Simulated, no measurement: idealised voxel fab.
A process module follows: voxel quadruple lines.
290 nm wide, 5 nm square cells: that's cross-section cut.
Notation: cross-section as square-cell grid; stated in bands, top first, going down; one or more cell rows per band. Each band's line starts with the height of the band's top and of its bottom, in nm. Then come its materials from left to right, each with its width in nm. One material with "edge to edge" fills the band from edge to edge. "air" is empty space. Heights from 0 (as-received wafer is one material below). Bottom band endless downward, as "from 0 down". Think of "30->40" as a width that walks from the first number to the second as you go down the band, top row to bottom row, taking equal-sized steps from row to row. No cell of the cross-section changed in a step that is given as "everything unchanged". The entry titled "Unvented cavities" provides the empty spaces that have no open way to the top, restricted to those of 8 cells or more. Each is presented as width x height at distance, the distance being measured from the left edge, with all three in nm. The remark found on a step's line after its settings is issued by the simulator itself and pertains to that step. Regarding "overlay nm": on a step with a mask, it is the distance the mask lay to the right of its planned place; a negative value places it to the left.

## Process steps foreseen in the plan
1) RECEIVE [material Si]
2) CONFORMAL_DEP [material SiO2] [thk nm 10]
3) DIRECTIONAL_DEP [material TiN] [thk nm 15]
4) DIRECTIONAL_DEP [material polySi] [thk nm 20]
5) DIRECTIONAL_DEP [material aC] [thk nm 20]
6) PATTERN [tone cover] [mask id MANDREL] [material resist] [width nm 35] [thk nm 25] [overlay nm 0]
7) DIRECTIONAL_ETCH [etch materials aC] [depth nm 20]
8) STRIP [etch materials resist]
9) CONFORMAL_DEP [material SiO2] [thk nm 15]
10) DIRECTIONAL_ETCH [etch materials SiO2] [depth nm 15]
11) STRIP [etch materials aC]
12) DIRECTIONAL_ETCH [etch materials polySi] [depth nm 20]
13) STRIP [etch materials SiO2]
14) CONFORMAL_DEP [material SiN] [thk nm 10]
15) DIRECTIONAL_ETCH [etch materials SiN] [depth nm 10]
16) STRIP [etch materials polySi]
17) DIRECTIONAL_ETCH [etch materials TiN] [depth nm 15]
18) STRIP [etch materials SiN]
19) FILL_DEP [material lowk] [thk nm 10]
20) CMP [height nm 25]

## As-received wafer cross-section (after step 1)
	from 0 down | Si edge to edge
	Unvented cavities: none

## The first of two wafers, cross-sectioned at the end of the module, with the run proceeding as planned
	from 25 to 10 | lowk (100) | TiN (10) | lowk (15) | TiN (10) | lowk (15) | TiN (10) | lowk (15) | TiN (10) | lowk (105)
	from 10 to 0 | SiO2 edge to edge
	from 0 down | Si edge to edge
	Unvented cavities: none

## Wafer two cross-section, module end. Start and plan unchanged from wafer one; one mistake made during the run
	from 25 to 10 | lowk (105) | TiN (10) | lowk (15) | TiN (10) | lowk (5) | TiN (10) | lowk (15) | TiN (10) | lowk (110)
	from 10 to 0 | SiO2 edge to edge
	from 0 down | Si edge to edge
	Unvented cavities: none
Here's what went sideways: step 6 deviated from plan and actually ran as PATTERN [tone cover] [mask id MANDREL] [material resist] [width nm 25] [thk nm 25] [overlay nm 0]
So at the finish, the second wafer's got exactly as many cells of each material as the first, just not in the same spots.
